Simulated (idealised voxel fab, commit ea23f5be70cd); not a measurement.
The process module presented herein is designated voxel gate over fins.
cross-section cut | 295 nm wide | cells 5 nm
Throughout this document, each cross-section is represented as a grid of square cells and is presented as a sequence of bands enumerated from the top downward, where a band comprises one or more rows of cells. What a band's entry tells you: where the top is and where the bottom is, as heights in nm, and after that what lies inside, material by material from left to right, each with its width in nm. Empty space is written as the word "blank", and a single material marked with the word "all across" occupies the band from edge to edge. The reference from which all heights are counted is 0, the level beneath which the as-received wafer is entirely one material; the lowest band, having no lower bound, proceeds downward and is written after the example "0 down". Read "30 to 40" as a graded width: first number on top, second number at the bottom, same change between each pair of neighbouring rows. Basically "remained unchanged" means that step didn't change any cell in the cross-section. Enclosed voids (no open way to top), threshold 8 cells or more, entry "Unvented cavities", notation width x height at distance, distance from left edge, nm. If you see something after the settings on a step's line, that's the simulator's own remark about that step. "overlay nm", when on a step's line for a step with a mask, measures how far to the right of its planned place the mask lay; a negative measure means to the left.

THE STEPS PLANNED FOR THE PROCESS ARE AS FOLLOWS
| 1 | RECEIVE with material Si |
| 2 | CONFORMAL_DEP with material SiN, thk nm 5 |
| 3 | MASKED_ETCH with tone cover, mask id FINS, width nm 15, pitch nm 40, etch materials SiN, depth nm 5, overlay nm 0 |
| 4 | MASKED_ETCH with tone cover, mask id FINS, width nm 15, pitch nm 40, etch materials Si, depth nm 35, overlay nm 0 |
| 5 | OXIDIZE with depth nm 5 |
| 6 | FILL_DEP with material SiO2, thk nm 15 |
| 7 | CMP with height nm 5 |
| 8 | SELECTIVE_ETCH with etch materials SiO2, depth nm 15 |
| 9 | STRIP with etch materials SiN |
| 10 | CONFORMAL_DEP with material HfO2, thk nm 5 |
| 11 | CONFORMAL_DEP with material TiN, thk nm 5 |
| 12 | CONFORMAL_DEP with material TiAl, thk nm 5 |
| 13 | CONFORMAL_DEP with material TiN, thk nm 5 |
| 14 | FILL_DEP with material W, thk nm 15 |
| 15 | CMP with height nm 30 |
| 16 | CONFORMAL_DEP with material SiN, thk nm 10 |

SHOWN IN CROSS-SECTION IS THE WAFER AS RECEIVED, THAT IS, AS IT STANDS AFTER STEP 1
0 down | Si all across
Unvented cavities: none

POST-MODULE CROSS-SECTION OF THE FIRST OF TWO WAFERS (RUN PER PLAN)
40 to 30 | SiN all across
30 to 20 | W all across
20 to 15 | 105 of W, then 85 of TiN, then 105 of W
15 to 10 | 105 of W, then 5 of TiN, then 35 of TiAl, then 5 of TiN, then 35 of TiAl, then 5 of TiN, then 105 of W
10 to 5 | 110 of TiN, then 5 of TiAl, then 25 of TiN, then 5 of TiAl, then 5 of TiN, then 5 of TiAl, then 25 of TiN, then 5 of TiAl, then 110 of TiN
5 to 0 | 115 of TiAl, then 5 of TiN, then 15 of HfO2, then 5 of TiN, then 15 of TiAl, then 5 of TiN, then 15 of HfO2, then 5 of TiN, then 115 of TiAl
0 to -5 | 120 of TiN, then 5 of HfO2, then 5 of Si, then 5 of HfO2, then 25 of TiN, then 5 of HfO2, then 5 of Si, then 5 of HfO2, then 120 of TiN
-5 to -10 | 125 of HfO2, then 5 of Si, then 35 of HfO2, then 5 of Si, then 125 of HfO2
-10 to -40 | 125 of SiO2, then 5 of Si, then 35 of SiO2, then 5 of Si, then 125 of SiO2
-40 down | Si all across
Unvented cavities: none

WAFER TWO (OF TWO), END-OF-MODULE CROSS-SECTION: START = WAFER ONE, PLAN = WAFER ONE, ONE RUN MISTAKE
40 to 30 | SiN all across
30 to 20 | W all across
20 to 15 | TiN all across
15 to 10 | TiAl all across
10 to 5 | 125 of TiN, then 5 of TiAl, then 35 of TiN, then 5 of TiAl, then 125 of TiN
5 to 0 | 120 of HfO2, then 15 of TiN, then 25 of HfO2, then 15 of TiN, then 120 of HfO2
0 to -5 | 115 of Si, then 25 of HfO2, then 15 of Si, then 25 of HfO2, then 115 of Si
-5 down | Si all across
Unvented cavities: none
Diagnosis: rather than as planned, step 3 actually ran as MASKED_ETCH with tone open, mask id FINS, width nm 15, pitch nm 40, etch materials SiN, depth nm 5, overlay nm 0
Final tally in cells, some materials are higher or lower on the second wafer than on the first: 4 fewer of HfO2, 446 more of Si, 342 fewer of SiO2, 6 fewer of TiAl, 10 fewer of TiN, 84 fewer of W
